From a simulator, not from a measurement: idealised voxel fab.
process module | voxel self aligned vias
cross-section cut | 180 nm wide | cells 5 nm
A cross-section is a grid of square cells, given in bands from the top down. A band is one or more rows of cells.
Each band's line starts with the height of the band's top and of its bottom, in nm. Then come its materials from left to right, each with its width in nm. One material with "throughout" fills the band from edge to edge. "air" is empty space.
Height 0 is the level under which the wafer as received is all one material. The lowest band goes on downwards, as in "0 down".
A width such as "30 to 40" changes by the same amount from each row of cells to the next, from the band's top row to its bottom row.
"no change" after a step means that no cell of the cross-section changed.
closed voids: empty space of 8 cells or more with no open way to the top, each as width x height at its distance from the left edge, in nm
after a step's settings: what the simulator itself notes on the step
overlay nm, on a step with a mask: how far to the right of its planned place the mask lay; to the left if negative
Each pair below shows a cross-section before one step and the cross-section after it, down to the lowest band that changed. The line under each pair gives the step between them, with its settings. The pairs can come from different runs of this module on the same starting wafer, so a pair continues from the pair above only where its "before" says so.
before
  0 down: Si throughout
  closed voids: none
after
  10 to 0: SiO2 throughout
  below 0: unchanged
  closed voids: none
the step between: op CONFORMAL_DEP | material SiO2 | thk nm 10
before: the cross-section after the pair above
after
  15 to 10: SiCN throughout
  below 10: unchanged
  closed voids: none
the step between: op CONFORMAL_DEP | material SiCN | thk nm 5
before: the cross-section after the pair above
after
  40 to 15: lowk throughout
  below 15: unchanged
  closed voids: none
the step between: op DIRECTIONAL_DEP | material lowk | thk nm 25
before: the cross-section after the pair above
after
  55 to 40: aC throughout
  below 40: unchanged
  closed voids: none
the step between: op DIRECTIONAL_DEP | material aC | thk nm 15
before: the cross-section after the pair above
after
  85 to 55: resist 45 | air 30 | resist 25 | air 30 | resist 50
  below 55: unchanged
  closed voids: none
the step between: op PATTERN | tone open | mask id LINES | material resist | width nm 30 | pitch nm 55 | thk nm 30 | overlay nm 0
before: the cross-section after the pair above
after
  70 to 55: resist 45 | air 30 | resist 25 | air 30 | resist 50
  55 to 40: aC 45 | air 30 | aC 25 | air 30 | aC 50
  below 40: unchanged
  closed voids: none
the step between: op DIRECTIONAL_ETCH | etch materials aC | depth nm 15
before: the cross-section after the pair above
after
  55 to 40: aC 45 | air 30 | aC 25 | air 30 | aC 50
  below 40: unchanged
  closed voids: none
the step between: op STRIP | etch materials resist
before: the cross-section after the pair above
after
  55 to 40: aC 45 | air 30 | aC 25 | air 30 | aC 50
  40 to 15: lowk 45 | air 30 | lowk 25 | air 30 | lowk 50
  below 15: unchanged
  closed voids: none
the step between: op DIRECTIONAL_ETCH | etch materials lowk | depth nm 25
before: the cross-section after the pair above
after
  40 to 15: lowk 45 | air 30 | lowk 25 | air 30 | lowk 50
  below 15: unchanged
  closed voids: none
the step between: op STRIP | etch materials aC
before: the cross-section after the pair above
after
  45 to 40: TiN 50 | air 20 | TiN 35 | air 20 | TiN 55
  40 to 20: lowk 45 | TiN 5 | air 20 | TiN 5 | lowk 25 | TiN 5 | air 20 | TiN 5 | lowk 50
  20 to 15: lowk 45 | TiN 30 | lowk 25 | TiN 30 | lowk 50
  below 15: unchanged
  closed voids: none
the step between: op CONFORMAL_DEP | material TiN | thk nm 5
before: the cross-section after the pair above
after
  50 to 45: Ru throughout
  45 to 40: TiN 50 | Ru 20 | TiN 35 | Ru 20 | TiN 55
  40 to 20: lowk 45 | TiN 5 | Ru 20 | TiN 5 | lowk 25 | TiN 5 | Ru 20 | TiN 5 | lowk 50
  below 20: unchanged
  closed voids: none
the step between: op FILL_DEP | material Ru | thk nm 5
before: the cross-section after the pair above
after
  40 to 20: lowk 45 | TiN 5 | Ru 20 | TiN 5 | lowk 25 | TiN 5 | Ru 20 | TiN 5 | lowk 50
  below 20: unchanged
  closed voids: none
the step between: op CMP | height nm 40
before: the cross-section after the pair above
after
  40 to 30: lowk 45 | air 30 | lowk 25 | air 30 | lowk 50
  below 30: unchanged
  closed voids: none
the step between: op SELECTIVE_ETCH | etch materials W Ru TiN | depth nm 10
before: the cross-section after the pair above
after
  45 to 40: SiN throughout
  40 to 30: lowk 45 | SiN 30 | lowk 25 | SiN 30 | lowk 50
  below 30: unchanged
  closed voids: none
the step between: op FILL_DEP | material SiN | thk nm 5
before: the cross-section after the pair above
after
  40 to 30: lowk 45 | SiN 30 | lowk 25 | SiN 30 | lowk 50
  below 30: unchanged
  closed voids: none
the step between: op CMP | height nm 40
before: the cross-section after the pair above
after
  60 to 40: lowk throughout
  below 40: unchanged
  closed voids: none
the step between: op DIRECTIONAL_DEP | material lowk | thk nm 20
before: the cross-section after the pair above
after
  70 to 60: aC throughout
  below 60: unchanged
  closed voids: none
the step between: op DIRECTIONAL_DEP | material aC | thk nm 10
before: the cross-section after the pair above
after
  100 to 70: resist 40 | air 40 | resist 15 | air 40 | resist 45
  below 70: unchanged
  closed voids: none
the step between: op PATTERN | tone open | mask id VIAS | material resist | width nm 40 | pitch nm 55 | thk nm 30 | overlay nm 0
before: the cross-section after the pair above
after
  90 to 70: resist 40 | air 40 | resist 15 | air 40 | resist 45
  70 to 60: aC 40 | air 40 | aC 15 | air 40 | aC 45
  below 60: unchanged
  closed voids: none
the step between: op DIRECTIONAL_ETCH | etch materials aC | depth nm 10
before: the cross-section after the pair above
after
  70 to 60: aC 40 | air 40 | aC 15 | air 40 | aC 45
  below 60: unchanged
  closed voids: none
the step between: op STRIP | etch materials resist
before: the cross-section after the pair above
after
  70 to 60: aC 40 | air 40 | aC 15 | air 40 | aC 45
  60 to 40: lowk 40 | air 40 | lowk 15 | air 40 | lowk 45
  below 40: unchanged
  closed voids: none
the step between: op DIRECTIONAL_ETCH | etch materials lowk | depth nm 20
before: the cross-section after the pair above
after
  70 to 60: aC 40 | air 40 | aC 15 | air 40 | aC 45
  60 to 40: lowk 40 | air 40 | lowk 15 | air 40 | lowk 45
  40 to 30: lowk 45 | air 30 | lowk 25 | air 30 | lowk 50
  below 30: unchanged
  closed voids: none
the step between: op DIRECTIONAL_ETCH | etch materials SiN | depth nm 10
before: the cross-section after the pair above
after
  60 to 40: lowk 40 | air 40 | lowk 15 | air 40 | lowk 45
  below 40: unchanged
  closed voids: none
the step between: op STRIP | etch materials aC
before: the cross-section after the pair above
after
  65 to 60: TiN 45 | air 30 | TiN 25 | air 30 | TiN 50
  60 to 45: lowk 40 | TiN 5 | air 30 | TiN 5 | lowk 15 | TiN 5 | air 30 | TiN 5 | lowk 45
  45 to 35: lowk 40 to 45 | TiN 10 to 5 | air 20 | TiN 10 to 5 | lowk 15 to 25 | TiN 10 to 5 | air 20 | TiN 10 to 5 | lowk 45 to 50
  35 to 30: lowk 45 | TiN 30 | lowk 25 | TiN 30 | lowk 50
  below 30: unchanged
  closed voids: none
the step between: op CONFORMAL_DEP | material TiN | thk nm 5
before: the cross-section after the pair above
after
  70 to 65: Cu throughout
  65 to 60: TiN 45 | Cu 30 | TiN 25 | Cu 30 | TiN 50
  60 to 45: lowk 40 | TiN 5 | Cu 30 | TiN 5 | lowk 15 | TiN 5 | Cu 30 | TiN 5 | lowk 45
  45 to 35: lowk 40 to 45 | TiN 10 to 5 | Cu 20 | TiN 10 to 5 | lowk 15 to 25 | TiN 10 to 5 | Cu 20 | TiN 10 to 5 | lowk 45 to 50
  below 35: unchanged
  closed voids: none
the step between: op FILL_DEP | material Cu | thk nm 5
before: the cross-section after the pair above
after
  60 to 45: lowk 40 | TiN 5 | Cu 30 | TiN 5 | lowk 15 | TiN 5 | Cu 30 | TiN 5 | lowk 45
  below 45: unchanged
  closed voids: none
the step between: op CMP | height nm 60
before: the cross-section after the pair above
after
  65 to 60: SiCN throughout
  below 60: unchanged
  closed voids: none
the step between: op CONFORMAL_DEP | material SiCN | thk nm 5
before
  10 to 0: SiO2 throughout
  0 down: Si throughout
  closed voids: none
after
  35 to 10: lowk throughout
  below 10: unchanged
  closed voids: none
the step between: op DIRECTIONAL_DEP | material lowk | thk nm 25
before: the cross-section after the pair above
after
  50 to 35: aC throughout
  below 35: unchanged
  closed voids: none
the step between: op DIRECTIONAL_DEP | material aC | thk nm 15
before: the cross-section after the pair above
after
  80 to 50: resist 45 | air 30 | resist 25 | air 30 | resist 50
  below 50: unchanged
  closed voids: none
the step between: op PATTERN | tone open | mask id LINES | material resist | width nm 30 | pitch nm 55 | thk nm 30 | overlay nm 0
before: the cross-section after the pair above
after
  65 to 50: resist 45 | air 30 | resist 25 | air 30 | resist 50
  50 to 35: aC 45 | air 30 | aC 25 | air 30 | aC 50
  below 35: unchanged
  closed voids: none
the step between: op DIRECTIONAL_ETCH | etch materials aC | depth nm 15
before: the cross-section after the pair above
after
  50 to 35: aC 45 | air 30 | aC 25 | air 30 | aC 50
  below 35: unchanged
  closed voids: none
the step between: op STRIP | etch materials resist
before: the cross-section after the pair above
after
  50 to 35: aC 45 | air 30 | aC 25 | air 30 | aC 50
  35 to 10: lowk 45 | air 30 | lowk 25 | air 30 | lowk 50
  below 10: unchanged
  closed voids: none
the step between: op DIRECTIONAL_ETCH | etch materials lowk | depth nm 25
before: the cross-section after the pair above
after
  35 to 10: lowk 45 | air 30 | lowk 25 | air 30 | lowk 50
  below 10: unchanged
  closed voids: none
the step between: op STRIP | etch materials aC
before: the cross-section after the pair above
after
  40 to 35: TiN 50 | air 20 | TiN 35 | air 20 | TiN 55
  35 to 15: lowk 45 | TiN 5 | air 20 | TiN 5 | lowk 25 | TiN 5 | air 20 | TiN 5 | lowk 50
  15 to 10: lowk 45 | TiN 30 | lowk 25 | TiN 30 | lowk 50
  below 10: unchanged
  closed voids: none
the step between: op CONFORMAL_DEP | material TiN | thk nm 5
before: the cross-section after the pair above
after
  45 to 40: Ru throughout
  40 to 35: TiN 50 | Ru 20 | TiN 35 | Ru 20 | TiN 55
  35 to 15: lowk 45 | TiN 5 | Ru 20 | TiN 5 | lowk 25 | TiN 5 | Ru 20 | TiN 5 | lowk 50
  below 15: unchanged
  closed voids: none
the step between: op FILL_DEP | material Ru | thk nm 5
before: the cross-section after the pair above
after
  40 to 35: TiN 50 | Ru 20 | TiN 35 | Ru 20 | TiN 55
  below 35: unchanged
  closed voids: none
the step between: op CMP | height nm 40
before: the cross-section after the pair above
after
  35 to 30: lowk 45 | air 30 | lowk 25 | air 30 | lowk 50
  below 30: unchanged
  closed voids: none
the step between: op SELECTIVE_ETCH | etch materials W Ru TiN | depth nm 10
before: the cross-section after the pair above
after
  40 to 35: SiN throughout
  35 to 30: lowk 45 | SiN 30 | lowk 25 | SiN 30 | lowk 50
  below 30: unchanged
  closed voids: none
the step between: op FILL_DEP | material SiN | thk nm 5
before: the cross-section after the pair above
after
  60 to 40: lowk throughout
  below 40: unchanged
  closed voids: none
the step between: op DIRECTIONAL_DEP | material lowk | thk nm 20
before: the cross-section after the pair above
after
  70 to 60: aC throughout
  below 60: unchanged
  closed voids: none
the step between: op DIRECTIONAL_DEP | material aC | thk nm 10
before: the cross-section after the pair above
after
  100 to 70: resist 40 | air 40 | resist 15 | air 40 | resist 45
  below 70: unchanged
  closed voids: none
the step between: op PATTERN | tone open | mask id VIAS | material resist | width nm 40 | pitch nm 55 | thk nm 30 | overlay nm 0
before: the cross-section after the pair above
after
  90 to 70: resist 40 | air 40 | resist 15 | air 40 | resist 45
  70 to 60: aC 40 | air 40 | aC 15 | air 40 | aC 45
  below 60: unchanged
  closed voids: none
the step between: op DIRECTIONAL_ETCH | etch materials aC | depth nm 10
before: the cross-section after the pair above
after
  70 to 60: aC 40 | air 40 | aC 15 | air 40 | aC 45
  below 60: unchanged
  closed voids: none
the step between: op STRIP | etch materials resist
before: the cross-section after the pair above
after
  70 to 60: aC 40 | air 40 | aC 15 | air 40 | aC 45
  60 to 40: lowk 40 | air 40 | lowk 15 | air 40 | lowk 45
  below 40: unchanged
  closed voids: none
the step between: op DIRECTIONAL_ETCH | etch materials lowk | depth nm 20
before: the cross-section after the pair above
after
  70 to 60: aC 40 | air 40 | aC 15 | air 40 | aC 45
  60 to 40: lowk 40 | air 40 | lowk 15 | air 40 | lowk 45
  40 to 35: SiN 40 | air 40 | SiN 15 | air 40 | SiN 45
  35 to 30: lowk 45 | air 30 | lowk 25 | air 30 | lowk 50
  below 30: unchanged
  closed voids: none
the step between: op DIRECTIONAL_ETCH | etch materials SiN | depth nm 10
before: the cross-section after the pair above
after
  60 to 40: lowk 40 | air 40 | lowk 15 | air 40 | lowk 45
  below 40: unchanged
  closed voids: none
the step between: op STRIP | etch materials aC
before: the cross-section after the pair above
after
  65 to 60: TiN 45 | air 30 | TiN 25 | air 30 | TiN 50
  60 to 40: lowk 40 | TiN 5 | air 30 | TiN 5 | lowk 15 | TiN 5 | air 30 | TiN 5 | lowk 45
  40 to 35: SiN 40 | TiN 10 | air 20 | TiN 10 | SiN 15 | TiN 10 | air 20 | TiN 10 | SiN 45
  35 to 30: lowk 45 | TiN 30 | lowk 25 | TiN 30 | lowk 50
  below 30: unchanged
  closed voids: none
the step between: op CONFORMAL_DEP | material TiN | thk nm 5
before: the cross-section after the pair above
after
  70 to 65: Cu throughout
  65 to 60: TiN 45 | Cu 30 | TiN 25 | Cu 30 | TiN 50
  60 to 40: lowk 40 | TiN 5 | Cu 30 | TiN 5 | lowk 15 | TiN 5 | Cu 30 | TiN 5 | lowk 45
  40 to 35: SiN 40 | TiN 10 | Cu 20 | TiN 10 | SiN 15 | TiN 10 | Cu 20 | TiN 10 | SiN 45
  below 35: unchanged
  closed voids: none
the step between: op FILL_DEP | material Cu | thk nm 5
before: the cross-section after the pair above
after
  60 to 40: lowk 40 | TiN 5 | Cu 30 | TiN 5 | lowk 15 | TiN 5 | Cu 30 | TiN 5 | lowk 45
  below 40: unchanged
  closed voids: none
the step between: op CMP | height nm 60
before: the cross-section after the pair above
after
  65 to 60: SiCN throughout
  below 60: unchanged
  closed voids: none
the step between: op CONFORMAL_DEP | material SiCN | thk nm 5
before
  70 to 60: aC 40 | air 40 | aC 15 | air 40 | aC 45
  60 to 40: lowk 40 | air 40 | lowk 15 | air 40 | lowk 45
  40 to 30: lowk 45 | SiN 30 | lowk 25 | SiN 30 | lowk 50
  30 to 20: lowk 45 | TiN 5 | Ru 20 | TiN 5 | lowk 25 | TiN 5 | Ru 20 | TiN 5 | lowk 50
  20 to 15: lowk 45 | TiN 30 | lowk 25 | TiN 30 | lowk 50
  15 to 10: SiCN throughout
  10 to 0: SiO2 throughout
  0 down: Si throughout
  closed voids: none
after
  70 to 60: aC 40 | air 40 | aC 15 | air 40 | aC 45
  60 to 40: lowk 40 | air 40 | lowk 15 | air 40 | lowk 45
  40 to 30: lowk 40 | air 5 | SiN 30 | air 5 | lowk 15 | air 5 | SiN 30 | air 5 | lowk 45
  30 to 20: lowk 40 | air 5 | TiN 5 | Ru 20 | TiN 5 | air 5 | lowk 15 | air 5 | TiN 5 | Ru 20 | TiN 5 | air 5 | lowk 45
  below 20: unchanged
  closed voids: none
the step between: op DIRECTIONAL_ETCH | etch materials lowk | depth nm 20
before: the cross-section after the pair above
after
  70 to 60: aC 40 | air 40 | aC 15 | air 40 | aC 45
  60 to 30: lowk 40 | air 40 | lowk 15 | air 40 | lowk 45
  below 30: unchanged
  closed voids: none
the step between: op DIRECTIONAL_ETCH | etch materials SiN | depth nm 10
before: the cross-section after the pair above
after
  60 to 30: lowk 40 | air 40 | lowk 15 | air 40 | lowk 45
  below 30: unchanged
  closed voids: none
the step between: op STRIP | etch materials aC
before: the cross-section after the pair above
after
  65 to 60: TiN 45 | air 30 | TiN 25 | air 30 | TiN 50
  60 to 35: lowk 40 | TiN 5 | air 30 | TiN 5 | lowk 15 | TiN 5 | air 30 | TiN 5 | lowk 45
  35 to 30: lowk 40 | TiN 40 | lowk 15 | TiN 40 | lowk 45
  30 to 20: lowk 40 | TiN 10 | Ru 20 | TiN 10 | lowk 15 | TiN 10 | Ru 20 | TiN 10 | lowk 45
  below 20: unchanged
  closed voids: none
the step between: op CONFORMAL_DEP | material TiN | thk nm 5
before: the cross-section after the pair above
after
  70 to 65: Cu throughout
  65 to 60: TiN 45 | Cu 30 | TiN 25 | Cu 30 | TiN 50
  60 to 35: lowk 40 | TiN 5 | Cu 30 | TiN 5 | lowk 15 | TiN 5 | Cu 30 | TiN 5 | lowk 45
  below 35: unchanged
  closed voids: none
the step between: op FILL_DEP | material Cu | thk nm 5
before: the cross-section after the pair above
after
  60 to 35: lowk 40 | TiN 5 | Cu 30 | TiN 5 | lowk 15 | TiN 5 | Cu 30 | TiN 5 | lowk 45
  below 35: unchanged
  closed voids: none
the step between: op CMP | height nm 60
before: the cross-section after the pair above
after
  65 to 60: SiCN throughout
  below 60: unchanged
  closed voids: none
the step between: op CONFORMAL_DEP | material SiCN | thk nm 5
before
  35 to 10: lowk throughout
  10 to 0: SiO2 throughout
  0 down: Si throughout
  closed voids: none
after
  40 to 35: SiCN throughout
  below 35: unchanged
  closed voids: none
the step between: op CONFORMAL_DEP | material SiCN | thk nm 5
before: the cross-section after the pair above
after
  55 to 40: aC throughout
  below 40: unchanged
  closed voids: none
the step between: op DIRECTIONAL_DEP | material aC | thk nm 15
before: the cross-section after the pair above
after
  85 to 55: resist 45 | air 30 | resist 25 | air 30 | resist 50
  below 55: unchanged
  closed voids: none
the step between: op PATTERN | tone open | mask id LINES | material resist | width nm 30 | pitch nm 55 | thk nm 30 | overlay nm 0
before: the cross-section after the pair above
after
  70 to 55: resist 45 | air 30 | resist 25 | air 30 | resist 50
  55 to 40: aC 45 | air 30 | aC 25 | air 30 | aC 50
  below 40: unchanged
  closed voids: none
the step between: op DIRECTIONAL_ETCH | etch materials aC | depth nm 15
before: the cross-section after the pair above
after
  55 to 40: aC 45 | air 30 | aC 25 | air 30 | aC 50
  below 40: unchanged
  closed voids: none
the step between: op STRIP | etch materials resist
before: the cross-section after the pair above
after
  40 to 35: SiCN throughout
  below 35: unchanged
  closed voids: none
the step between: op STRIP | etch materials aC
before: the cross-section after the pair above
after
  45 to 40: TiN throughout
  below 40: unchanged
  closed voids: none
the step between: op CONFORMAL_DEP | material TiN | thk nm 5
before: the cross-section after the pair above
after
  50 to 45: Ru throughout
  below 45: unchanged
  closed voids: none
the step between: op FILL_DEP | material Ru | thk nm 5
before: the cross-section after the pair above
after
  40 to 35: SiCN throughout
  below 35: unchanged
  closed voids: none
the step between: op CMP | height nm 40
before: the cross-section after the pair above
after
  45 to 40: SiN throughout
  below 40: unchanged
  closed voids: none
the step between: op FILL_DEP | material SiN | thk nm 5
before: the cross-section after the pair above
after
  40 to 35: SiCN throughout
  below 35: unchanged
  closed voids: none
the step between: op CMP | height nm 40
before: the cross-section after the pair above
after
  60 to 40: lowk throughout
  below 40: unchanged
  closed voids: none
the step between: op DIRECTIONAL_DEP | material lowk | thk nm 20
before: the cross-section after the pair above
after
  70 to 60: aC throughout
  below 60: unchanged
  closed voids: none
the step between: op DIRECTIONAL_DEP | material aC | thk nm 10
before: the cross-section after the pair above
after
  100 to 70: resist 40 | air 40 | resist 15 | air 40 | resist 45
  below 70: unchanged
  closed voids: none
the step between: op PATTERN | tone open | mask id VIAS | material resist | width nm 40 | pitch nm 55 | thk nm 30 | overlay nm 0
before: the cross-section after the pair above
after
  90 to 70: resist 40 | air 40 | resist 15 | air 40 | resist 45
  70 to 60: aC 40 | air 40 | aC 15 | air 40 | aC 45
  below 60: unchanged
  closed voids: none
the step between: op DIRECTIONAL_ETCH | etch materials aC | depth nm 10
before: the cross-section after the pair above
after
  70 to 60: aC 40 | air 40 | aC 15 | air 40 | aC 45
  below 60: unchanged
  closed voids: none
the step between: op STRIP | etch materials resist
before: the cross-section after the pair above
after
  70 to 60: aC 40 | air 40 | aC 15 | air 40 | aC 45
  60 to 40: lowk 40 | air 40 | lowk 15 | air 40 | lowk 45
  below 40: unchanged
  closed voids: none
the step between: op DIRECTIONAL_ETCH | etch materials lowk | depth nm 20
before: the cross-section after the pair above
after
  60 to 40: lowk 40 | air 40 | lowk 15 | air 40 | lowk 45
  below 40: unchanged
  closed voids: none
the step between: op STRIP | etch materials aC
before: the cross-section after the pair above
after
  65 to 60: TiN 45 | air 30 | TiN 25 | air 30 | TiN 50
  60 to 45: lowk 40 | TiN 5 | air 30 | TiN 5 | lowk 15 | TiN 5 | air 30 | TiN 5 | lowk 45
  45 to 40: lowk 40 | TiN 40 | lowk 15 | TiN 40 | lowk 45
  below 40: unchanged
  closed voids: none
the step between: op CONFORMAL_DEP | material TiN | thk nm 5
before: the cross-section after the pair above
after
  70 to 65: Cu throughout
  65 to 60: TiN 45 | Cu 30 | TiN 25 | Cu 30 | TiN 50
  60 to 45: lowk 40 | TiN 5 | Cu 30 | TiN 5 | lowk 15 | TiN 5 | Cu 30 | TiN 5 | lowk 45
  below 45: unchanged
  closed voids: none
the step between: op FILL_DEP | material Cu | thk nm 5
before: the cross-section after the pair above
after
  60 to 45: lowk 40 | TiN 5 | Cu 30 | TiN 5 | lowk 15 | TiN 5 | Cu 30 | TiN 5 | lowk 45
  below 45: unchanged
  closed voids: none
the step between: op CMP | height nm 60
before: the cross-section after the pair above
after
  65 to 60: SiCN throughout
  below 60: unchanged
  closed voids: none
the step between: op CONFORMAL_DEP | material SiCN | thk nm 5
before
  0 down: Si throughout
  closed voids: none
after
  5 to 0: SiO2 throughout
  below 0: unchanged
  closed voids: none
the step between: op CONFORMAL_DEP | material SiO2 | thk nm 5
before: the cross-section after the pair above
after
  10 to 5: SiCN throughout
  below 5: unchanged
  closed voids: none
the step between: op CONFORMAL_DEP | material SiCN | thk nm 5
before: the cross-section after the pair above
after
  35 to 10: lowk throughout
  below 10: unchanged
  closed voids: none
the step between: op DIRECTIONAL_DEP | material lowk | thk nm 25
before: the cross-section after the pair above
after
  50 to 35: aC throughout
  below 35: unchanged
  closed voids: none
the step between: op DIRECTIONAL_DEP | material aC | thk nm 15
before: the cross-section after the pair above
after
  80 to 50: resist 45 | air 30 | resist 25 | air 30 | resist 50
  below 50: unchanged
  closed voids: none
the step between: op PATTERN | tone open | mask id LINES | material resist | width nm 30 | pitch nm 55 | thk nm 30 | overlay nm 0
before: the cross-section after the pair above
after
  65 to 50: resist 45 | air 30 | resist 25 | air 30 | resist 50
  50 to 35: aC 45 | air 30 | aC 25 | air 30 | aC 50
  below 35: unchanged
  closed voids: none
the step between: op DIRECTIONAL_ETCH | etch materials aC | depth nm 15
before: the cross-section after the pair above
after
  50 to 35: aC 45 | air 30 | aC 25 | air 30 | aC 50
  below 35: unchanged
  closed voids: none
the step between: op STRIP | etch materials resist
before: the cross-section after the pair above
after
  50 to 35: aC 45 | air 30 | aC 25 | air 30 | aC 50
  35 to 10: lowk 45 | air 30 | lowk 25 | air 30 | lowk 50
  below 10: unchanged
  closed voids: none
the step between: op DIRECTIONAL_ETCH | etch materials lowk | depth nm 25
before: the cross-section after the pair above
after
  35 to 10: lowk 45 | air 30 | lowk 25 | air 30 | lowk 50
  below 10: unchanged
  closed voids: none
the step between: op STRIP | etch materials aC
before: the cross-section after the pair above
after
  40 to 35: TiN 50 | air 20 | TiN 35 | air 20 | TiN 55
  35 to 15: lowk 45 | TiN 5 | air 20 | TiN 5 | lowk 25 | TiN 5 | air 20 | TiN 5 | lowk 50
  15 to 10: lowk 45 | TiN 30 | lowk 25 | TiN 30 | lowk 50
  below 10: unchanged
  closed voids: none
the step between: op CONFORMAL_DEP | material TiN | thk nm 5
before: the cross-section after the pair above
after
  45 to 40: Ru throughout
  40 to 35: TiN 50 | Ru 20 | TiN 35 | Ru 20 | TiN 55
  35 to 15: lowk 45 | TiN 5 | Ru 20 | TiN 5 | lowk 25 | TiN 5 | Ru 20 | TiN 5 | lowk 50
  below 15: unchanged
  closed voids: none
the step between: op FILL_DEP | material Ru | thk nm 5
before: the cross-section after the pair above
after
  40 to 35: TiN 50 | Ru 20 | TiN 35 | Ru 20 | TiN 55
  below 35: unchanged
  closed voids: none
the step between: op CMP | height nm 40
before: the cross-section after the pair above
after
  35 to 30: lowk 45 | air 30 | lowk 25 | air 30 | lowk 50
  below 30: unchanged
  closed voids: none
the step between: op SELECTIVE_ETCH | etch materials W Ru TiN | depth nm 10
before: the cross-section after the pair above
after
  40 to 35: SiN throughout
  35 to 30: lowk 45 | SiN 30 | lowk 25 | SiN 30 | lowk 50
  below 30: unchanged
  closed voids: none
the step between: op FILL_DEP | material SiN | thk nm 5
before: the cross-section after the pair above
after
  60 to 40: lowk throughout
  below 40: unchanged
  closed voids: none
the step between: op DIRECTIONAL_DEP | material lowk | thk nm 20
before: the cross-section after the pair above
after
  70 to 60: aC throughout
  below 60: unchanged
  closed voids: none
the step between: op DIRECTIONAL_DEP | material aC | thk nm 10
before: the cross-section after the pair above
after
  100 to 70: resist 40 | air 40 | resist 15 | air 40 | resist 45
  below 70: unchanged
  closed voids: none
the step between: op PATTERN | tone open | mask id VIAS | material resist | width nm 40 | pitch nm 55 | thk nm 30 | overlay nm 0
before: the cross-section after the pair above
after
  90 to 70: resist 40 | air 40 | resist 15 | air 40 | resist 45
  70 to 60: aC 40 | air 40 | aC 15 | air 40 | aC 45
  below 60: unchanged
  closed voids: none
the step between: op DIRECTIONAL_ETCH | etch materials aC | depth nm 10
before: the cross-section after the pair above
after
  70 to 60: aC 40 | air 40 | aC 15 | air 40 | aC 45
  below 60: unchanged
  closed voids: none
the step between: op STRIP | etch materials resist
before: the cross-section after the pair above
after
  70 to 60: aC 40 | air 40 | aC 15 | air 40 | aC 45
  60 to 40: lowk 40 | air 40 | lowk 15 | air 40 | lowk 45
  below 40: unchanged
  closed voids: none
the step between: op DIRECTIONAL_ETCH | etch materials lowk | depth nm 20
before: the cross-section after the pair above
after
  70 to 60: aC 40 | air 40 | aC 15 | air 40 | aC 45
  60 to 40: lowk 40 | air 40 | lowk 15 | air 40 | lowk 45
  40 to 35: SiN 40 | air 40 | SiN 15 | air 40 | SiN 45
  35 to 30: lowk 45 | air 30 | lowk 25 | air 30 | lowk 50
  below 30: unchanged
  closed voids: none
the step between: op DIRECTIONAL_ETCH | etch materials SiN | depth nm 10
before: the cross-section after the pair above
after
  60 to 40: lowk 40 | air 40 | lowk 15 | air 40 | lowk 45
  below 40: unchanged
  closed voids: none
the step between: op STRIP | etch materials aC
before: the cross-section after the pair above
after
  65 to 60: TiN 45 | air 30 | TiN 25 | air 30 | TiN 50
  60 to 40: lowk 40 | TiN 5 | air 30 | TiN 5 | lowk 15 | TiN 5 | air 30 | TiN 5 | lowk 45
  40 to 35: SiN 40 | TiN 10 | air 20 | TiN 10 | SiN 15 | TiN 10 | air 20 | TiN 10 | SiN 45
  35 to 30: lowk 45 | TiN 30 | lowk 25 | TiN 30 | lowk 50
  below 30: unchanged
  closed voids: none
the step between: op CONFORMAL_DEP | material TiN | thk nm 5
before: the cross-section after the pair above
after
  70 to 65: Cu throughout
  65 to 60: TiN 45 | Cu 30 | TiN 25 | Cu 30 | TiN 50
  60 to 40: lowk 40 | TiN 5 | Cu 30 | TiN 5 | lowk 15 | TiN 5 | Cu 30 | TiN 5 | lowk 45
  40 to 35: SiN 40 | TiN 10 | Cu 20 | TiN 10 | SiN 15 | TiN 10 | Cu 20 | TiN 10 | SiN 45
  below 35: unchanged
  closed voids: none
the step between: op FILL_DEP | material Cu | thk nm 5
before: the cross-section after the pair above
after
  60 to 40: lowk 40 | TiN 5 | Cu 30 | TiN 5 | lowk 15 | TiN 5 | Cu 30 | TiN 5 | lowk 45
  below 40: unchanged
  closed voids: none
the step between: op CMP | height nm 60
before: the cross-section after the pair above
after
  65 to 60: SiCN throughout
  below 60: unchanged
  closed voids: none
the step between: op CONFORMAL_DEP | material SiCN | thk nm 5
before
  55 to 40: aC throughout
  40 to 15: lowk throughout
  15 to 10: SiCN throughout
  10 to 0: SiO2 throughout
  0 down: Si throughout
  closed voids: none
after
  85 to 55: resist 50 | air 25 | resist 30 | air 25 | resist 50
  below 55: unchanged
  closed voids: none
the step between: op PATTERN | tone open | mask id LINES | material resist | width nm 25 | pitch nm 55 | thk nm 30 | overlay nm 0
before: the cross-section after the pair above
after
  70 to 55: resist 50 | air 25 | resist 30 | air 25 | resist 50
  55 to 40: aC 50 | air 25 | aC 30 | air 25 | aC 50
  below 40: unchanged
  closed voids: none
the step between: op DIRECTIONAL_ETCH | etch materials aC | depth nm 15
before: the cross-section after the pair above
after
  55 to 40: aC 50 | air 25 | aC 30 | air 25 | aC 50
  below 40: unchanged
  closed voids: none
the step between: op STRIP | etch materials resist
before: the cross-section after the pair above
after
  55 to 40: aC 50 | air 25 | aC 30 | air 25 | aC 50
  40 to 15: lowk 50 | air 25 | lowk 30 | air 25 | lowk 50
  below 15: unchanged
  closed voids: none
the step between: op DIRECTIONAL_ETCH | etch materials lowk | depth nm 25
before: the cross-section after the pair above
after
  40 to 15: lowk 50 | air 25 | lowk 30 | air 25 | lowk 50
  below 15: unchanged
  closed voids: none
the step between: op STRIP | etch materials aC
before: the cross-section after the pair above
after
  45 to 40: TiN 55 | air 15 | TiN 40 | air 15 | TiN 55
  40 to 20: lowk 50 | TiN 5 | air 15 | TiN 5 | lowk 30 | TiN 5 | air 15 | TiN 5 | lowk 50
  20 to 15: lowk 50 | TiN 25 | lowk 30 | TiN 25 | lowk 50
  below 15: unchanged
  closed voids: none
the step between: op CONFORMAL_DEP | material TiN | thk nm 5
before: the cross-section after the pair above
after
  50 to 45: Ru throughout
  45 to 40: TiN 55 | Ru 15 | TiN 40 | Ru 15 | TiN 55
  40 to 20: lowk 50 | TiN 5 | Ru 15 | TiN 5 | lowk 30 | TiN 5 | Ru 15 | TiN 5 | lowk 50
  below 20: unchanged
  closed voids: none
the step between: op FILL_DEP | material Ru | thk nm 5
before: the cross-section after the pair above
after
  40 to 20: lowk 50 | TiN 5 | Ru 15 | TiN 5 | lowk 30 | TiN 5 | Ru 15 | TiN 5 | lowk 50
  below 20: unchanged
  closed voids: none
the step between: op CMP | height nm 40
before: the cross-section after the pair above
after
  40 to 30: lowk 50 | air 25 | lowk 30 | air 25 | lowk 50
  below 30: unchanged
  closed voids: none
the step between: op SELECTIVE_ETCH | etch materials W Ru TiN | depth nm 10
before: the cross-section after the pair above
after
  45 to 40: SiN throughout
  40 to 30: lowk 50 | SiN 25 | lowk 30 | SiN 25 | lowk 50
  below 30: unchanged
  closed voids: none
the step between: op FILL_DEP | material SiN | thk nm 5
before: the cross-section after the pair above
after
  40 to 30: lowk 50 | SiN 25 | lowk 30 | SiN 25 | lowk 50
  below 30: unchanged
  closed voids: none
the step between: op CMP | height nm 40
